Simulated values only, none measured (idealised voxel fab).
process module | voxel lift off
cross-section cut | 285 nm wide | cells 5 nm
A cross-section is a grid of square cells, given in bands from the top down. A band is one or more rows of cells.
Each band's line starts with the height of the band's top and of its bottom, in nm. Then come its materials from left to right, each with its width in nm. One material with "throughout" fills the band from edge to edge. "air" is empty space.
Height 0 is the level under which the wafer as received is all one material. The lowest band goes on downwards, as in "0 down".
A width such as "30 to 40" changes by the same amount from each row of cells to the next, from the band's top row to its bottom row.
"no change" after a step means that no cell of the cross-section changed.
closed voids: empty space of 8 cells or more with no open way to the top, each as width x height at its distance from the left edge, in nm
after a step's settings: what the simulator itself notes on the step
overlay nm, on a step with a mask: how far to the right of its planned place the mask lay; to the left if negative
plan
1 op RECEIVE | material Si
2 op CONFORMAL_DEP | material SiO2 | thk nm 15
3 op PATTERN | tone open | mask id LINES | material resist | width nm 15 | pitch nm 40 | thk nm 15 | overlay nm 0
4 op DIRECTIONAL_DEP | material Ru | thk nm 5
5 op STRIP | etch materials resist
6 op CONFORMAL_DEP | material SiCN | thk nm 10
first wafer, as planned
as received, after step 1
  0 down: Si throughout
  closed voids: none
after step 2
  15 to 0: SiO2 throughout
  below 0: unchanged
after step 3
  30 to 15: resist 75 | air 15 | resist 25 | air 15 | resist 25 | air 15 | resist 25 | air 15 | resist 75
  below 15: unchanged
after step 4
  35 to 30: Ru 75 | air 15 | Ru 25 | air 15 | Ru 25 | air 15 | Ru 25 | air 15 | Ru 75
  30 to 20: resist 75 | air 15 | resist 25 | air 15 | resist 25 | air 15 | resist 25 | air 15 | resist 75
  20 to 15: resist 75 | Ru 15 | resist 25 | Ru 15 | resist 25 | Ru 15 | resist 25 | Ru 15 | resist 75
  below 15: unchanged
after step 5
  20 to 15: air 75 | Ru 15 | air 25 | Ru 15 | air 25 | Ru 15 | air 25 | Ru 15 | air 75
  below 15: unchanged
after step 6
  30 to 25: air 65 | SiCN 35 | air 5 | SiCN 35 | air 5 | SiCN 35 | air 5 | SiCN 35 | air 65
  25 to 20: SiCN throughout
  20 to 15: SiCN 75 | Ru 15 | SiCN 25 | Ru 15 | SiCN 25 | Ru 15 | SiCN 25 | Ru 15 | SiCN 75
  below 15: unchanged
second wafer: like start, like plan, one mistake. Through step 2 it matches the first wafer
when step 3 should have ended
  30 to 15: resist 80 | air 15 | resist 25 | air 15 | resist 25 | air 15 | resist 25 | air 15 | resist 70
  below 15: unchanged
when step 4 should have ended
  35 to 30: Ru 80 | air 15 | Ru 25 | air 15 | Ru 25 | air 15 | Ru 25 | air 15 | Ru 70
  30 to 20: resist 80 | air 15 | resist 25 | air 15 | resist 25 | air 15 | resist 25 | air 15 | resist 70
  20 to 15: resist 80 | Ru 15 | resist 25 | Ru 15 | resist 25 | Ru 15 | resist 25 | Ru 15 | resist 70
  below 15: unchanged
when step 5 should have ended
  20 to 15: air 80 | Ru 15 | air 25 | Ru 15 | air 25 | Ru 15 | air 25 | Ru 15 | air 70
  below 15: unchanged
when step 6 should have ended
  30 to 25: air 70 | SiCN 35 | air 5 | SiCN 35 | air 5 | SiCN 35 | air 5 | SiCN 35 | air 60
  25 to 20: SiCN throughout
  20 to 15: SiCN 80 | Ru 15 | SiCN 25 | Ru 15 | SiCN 25 | Ru 15 | SiCN 25 | Ru 15 | SiCN 70
  below 15: unchanged
what went wrong: step 3 ran as: op PATTERN | tone open | mask id LINES | material resist | width nm 15 | pitch nm 40 | thk nm 15 | overlay nm 5
at the end the second wafer has, in cells: as many of each material as the first, in other places
